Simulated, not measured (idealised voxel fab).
The process module that follows is named voxel released beams.
We display cut, a cross-section 290 nm in width whose square cells are each 5 nm.
This document writes a cross-section as a grid whose cells are square, and gives it as bands, listed from the top down; one or more rows of cells form a band.
Each band's line starts with the height of the band's top and of its bottom, in nm. Then come its materials from left to right, each with its width in nm. One material with "all across" fills the band from edge to edge. "air" is empty space.
Beneath 0, the wafer as received is one material, and that level is where height counting begins. The lowest band goes on downward without a bottom; it is written like "0 -> down".
Width spec "30 to 40" -> top row of cells at first value, bottom row at second value, equal per-row change in between.
Basically "stayed the same" means that step didn't change any cell in the cross-section.
"Trapped cavities" lists enclosed empty spaces (at least 8 cells, no open path upward to the top), each as width x height at distance from the left edge, in nm.
Anything after a step's settings on that line? It's the simulator's own note about the step.
The optional step-line setting "overlay nm" applies to steps with a mask and quantifies how far to the right of its planned location the mask lay, a negative value indicating leftward placement.

### This section lists the process steps that were planned
1,RECEIVE, material Si
2,CONFORMAL_DEP, material SiN, thk nm 10
3,DIRECTIONAL_DEP, material SiO2, thk nm 10
4,PATTERN, tone open, mask id ANCHOR, material resist, width nm 45, thk nm 15, overlay nm 0
5,DIRECTIONAL_ETCH, etch materials SiO2, depth nm 10
6,STRIP, etch materials resist
7,CONFORMAL_DEP, material polySi, thk nm 15
8,MASKED_ETCH, tone cover, mask id BEAM, width nm 105, etch materials polySi, depth nm 15, overlay nm 0
9,STRIP, etch materials SiO2

### Received-state cross-section, reflecting completion of step 1
> 0 -> down: Si all across
> Trapped cavities: none

### As-planned run: cross-section of the first of two wafers at end of module
> 35 -> 25: 90 of air  20 of polySi  15 of air  70 of polySi  95 of air
> 25 -> 20: 90 of air  105 of polySi  95 of air
> 20 -> 10: 95 of air  45 of polySi  150 of air
> 10 -> 0: SiN all across
> 0 -> down: Si all across
> Trapped cavities: none

### Cross-sectional view: second of two wafers, end of module; start and plan identical to the first, one mistake in running
> 35 -> 25: 90 of air  20 of polySi  15 of air  75 of polySi  90 of air
> 25 -> 20: 90 of air  110 of polySi  90 of air
> 20 -> 10: 95 of air  45 of polySi  150 of air
> 10 -> 0: SiN all across
> 0 -> down: Si all across
> Trapped cavities: none
Finding, execution versus plan: step 8: run off-plan, actual operation and settings MASKED_ETCH, tone cover, mask id BEAM, width nm 110, etch materials polySi, depth nm 15, overlay nm 0
The final cell counts differ between the wafers, with the second having more or fewer of some materials than the first: +3 polySi
